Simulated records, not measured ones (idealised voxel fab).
process module | voxel spacer lines
cross-section cut | 230 nm wide | cells 5 nm
A cross-section is a grid of square cells, given in bands from the top down. A band is one or more rows of cells.
Each band's line starts with the height of the band's top and of its bottom, in nm. Then come its materials from left to right, each with its width in nm. One material with "throughout" fills the band from edge to edge. "air" is empty space.
Height 0 is the level under which the wafer as received is all one material. The lowest band goes on downwards, as in "0 down".
A width such as "30 to 40" changes by the same amount from each row of cells to the next, from the band's top row to its bottom row.
"no change" after a step means that no cell of the cross-section changed.
closed voids: empty space of 8 cells or more with no open way to the top, each as width x height at its distance from the left edge, in nm
after a step's settings: what the simulator itself notes on the step
overlay nm, on a step with a mask: how far to the right of its planned place the mask lay; to the left if negative
plan
1 op RECEIVE | material Si
2 op CONFORMAL_DEP | material Al2O3 | thk nm 5
3 op DIRECTIONAL_DEP | material SiN | thk nm 20
4 op DIRECTIONAL_DEP | material aC | thk nm 20
5 op PATTERN | tone cover | mask id MANDREL | material resist | width nm 15 | pitch nm 50 | thk nm 25 | overlay nm 0
6 op DIRECTIONAL_ETCH | etch materials aC | depth nm 20
7 op STRIP | etch materials resist
8 op CONFORMAL_DEP | material SiO2 | thk nm 10
9 op DIRECTIONAL_ETCH | etch materials SiO2 | depth nm 10
10 op STRIP | etch materials aC
11 op DIRECTIONAL_ETCH | etch materials SiN | depth nm 20
12 op STRIP | etch materials SiO2
13 op FILL_DEP | material lowk | thk nm 10
14 op CMP | height nm 25
first wafer, as planned
as received, after step 1
  0 down: Si throughout
  closed voids: none
after step 2
  5 to 0: Al2O3 throughout
  below 0: unchanged
after step 3
  25 to 5: SiN throughout
  below 5: unchanged
after step 4
  45 to 25: aC throughout
  below 25: unchanged
after step 5
  70 to 45: air 55 | resist 15 | air 35 | resist 15 | air 35 | resist 15 | air 60
  below 45: unchanged
after step 6
  50 to 45: air 55 | resist 15 | air 35 | resist 15 | air 35 | resist 15 | air 60
  45 to 25: air 55 | aC 15 | air 35 | aC 15 | air 35 | aC 15 | air 60
  below 25: unchanged
after step 7
  45 to 25: air 55 | aC 15 | air 35 | aC 15 | air 35 | aC 15 | air 60
  below 25: unchanged
after step 8
  55 to 45: air 45 | SiO2 35 | air 15 | SiO2 35 | air 15 | SiO2 35 | air 50
  45 to 35: air 45 | SiO2 10 | aC 15 | SiO2 10 | air 15 | SiO2 10 | aC 15 | SiO2 10 | air 15 | SiO2 10 | aC 15 | SiO2 10 | air 50
  35 to 25: SiO2 55 | aC 15 | SiO2 35 | aC 15 | SiO2 35 | aC 15 | SiO2 60
  below 25: unchanged
after step 9
  45 to 25: air 45 | SiO2 10 | aC 15 | SiO2 10 | air 15 | SiO2 10 | aC 15 | SiO2 10 | air 15 | SiO2 10 | aC 15 | SiO2 10 | air 50
  below 25: unchanged
after step 10
  45 to 25: air 45 | SiO2 10 | air 15 | SiO2 10 | air 15 | SiO2 10 | air 15 | SiO2 10 | air 15 | SiO2 10 | air 15 | SiO2 10 | air 50
  below 25: unchanged
after step 11
  45 to 25: air 45 | SiO2 10 | air 15 | SiO2 10 | air 15 | SiO2 10 | air 15 | SiO2 10 | air 15 | SiO2 10 | air 15 | SiO2 10 | air 50
  25 to 5: air 45 | SiN 10 | air 15 | SiN 10 | air 15 | SiN 10 | air 15 | SiN 10 | air 15 | SiN 10 | air 15 | SiN 10 | air 50
  below 5: unchanged
after step 12
  25 to 5: air 45 | SiN 10 | air 15 | SiN 10 | air 15 | SiN 10 | air 15 | SiN 10 | air 15 | SiN 10 | air 15 | SiN 10 | air 50
  below 5: unchanged
after step 13
  35 to 25: lowk throughout
  25 to 5: lowk 45 | SiN 10 | lowk 15 | SiN 10 | lowk 15 | SiN 10 | lowk 15 | SiN 10 | lowk 15 | SiN 10 | lowk 15 | SiN 10 | lowk 50
  below 5: unchanged
after step 14
  25 to 5: lowk 45 | SiN 10 | lowk 15 | SiN 10 | lowk 15 | SiN 10 | lowk 15 | SiN 10 | lowk 15 | SiN 10 | lowk 15 | SiN 10 | lowk 50
  below 5: unchanged
second wafer: like start, like plan, one mistake. Through step 1 it matches the first wafer
when step 2 should have ended
  5 to 0: aC throughout
  below 0: unchanged
when step 3 should have ended
  25 to 5: SiN throughout
  below 5: unchanged
when step 4 should have ended
  45 to 25: aC throughout
  below 25: unchanged
when step 5 should have ended
  70 to 45: air 55 | resist 15 | air 35 | resist 15 | air 35 | resist 15 | air 60
  below 45: unchanged
when step 6 should have ended
  50 to 45: air 55 | resist 15 | air 35 | resist 15 | air 35 | resist 15 | air 60
  45 to 25: air 55 | aC 15 | air 35 | aC 15 | air 35 | aC 15 | air 60
  below 25: unchanged
when step 7 should have ended
  45 to 25: air 55 | aC 15 | air 35 | aC 15 | air 35 | aC 15 | air 60
  below 25: unchanged
when step 8 should have ended
  55 to 45: air 45 | SiO2 35 | air 15 | SiO2 35 | air 15 | SiO2 35 | air 50
  45 to 35: air 45 | SiO2 10 | aC 15 | SiO2 10 | air 15 | SiO2 10 | aC 15 | SiO2 10 | air 15 | SiO2 10 | aC 15 | SiO2 10 | air 50
  35 to 25: SiO2 55 | aC 15 | SiO2 35 | aC 15 | SiO2 35 | aC 15 | SiO2 60
  below 25: unchanged
when step 9 should have ended
  45 to 25: air 45 | SiO2 10 | aC 15 | SiO2 10 | air 15 | SiO2 10 | aC 15 | SiO2 10 | air 15 | SiO2 10 | aC 15 | SiO2 10 | air 50
  below 25: unchanged
when step 10 should have ended
  45 to 25: air 45 | SiO2 10 | air 15 | SiO2 10 | air 15 | SiO2 10 | air 15 | SiO2 10 | air 15 | SiO2 10 | air 15 | SiO2 10 | air 50
  below 25: unchanged
when step 11 should have ended
  45 to 25: air 45 | SiO2 10 | air 15 | SiO2 10 | air 15 | SiO2 10 | air 15 | SiO2 10 | air 15 | SiO2 10 | air 15 | SiO2 10 | air 50
  25 to 5: air 45 | SiN 10 | air 15 | SiN 10 | air 15 | SiN 10 | air 15 | SiN 10 | air 15 | SiN 10 | air 15 | SiN 10 | air 50
  below 5: unchanged
when step 12 should have ended
  25 to 5: air 45 | SiN 10 | air 15 | SiN 10 | air 15 | SiN 10 | air 15 | SiN 10 | air 15 | SiN 10 | air 15 | SiN 10 | air 50
  below 5: unchanged
when step 13 should have ended
  35 to 25: lowk throughout
  25 to 5: lowk 45 | SiN 10 | lowk 15 | SiN 10 | lowk 15 | SiN 10 | lowk 15 | SiN 10 | lowk 15 | SiN 10 | lowk 15 | SiN 10 | lowk 50
  below 5: unchanged
when step 14 should have ended
  25 to 5: lowk 45 | SiN 10 | lowk 15 | SiN 10 | lowk 15 | SiN 10 | lowk 15 | SiN 10 | lowk 15 | SiN 10 | lowk 15 | SiN 10 | lowk 50
  below 5: unchanged
what went wrong: step 2 ran as: op CONFORMAL_DEP | material aC | thk nm 5
at the end the second wafer has, in cells: 46 fewer of Al2O3 | 46 more of aC
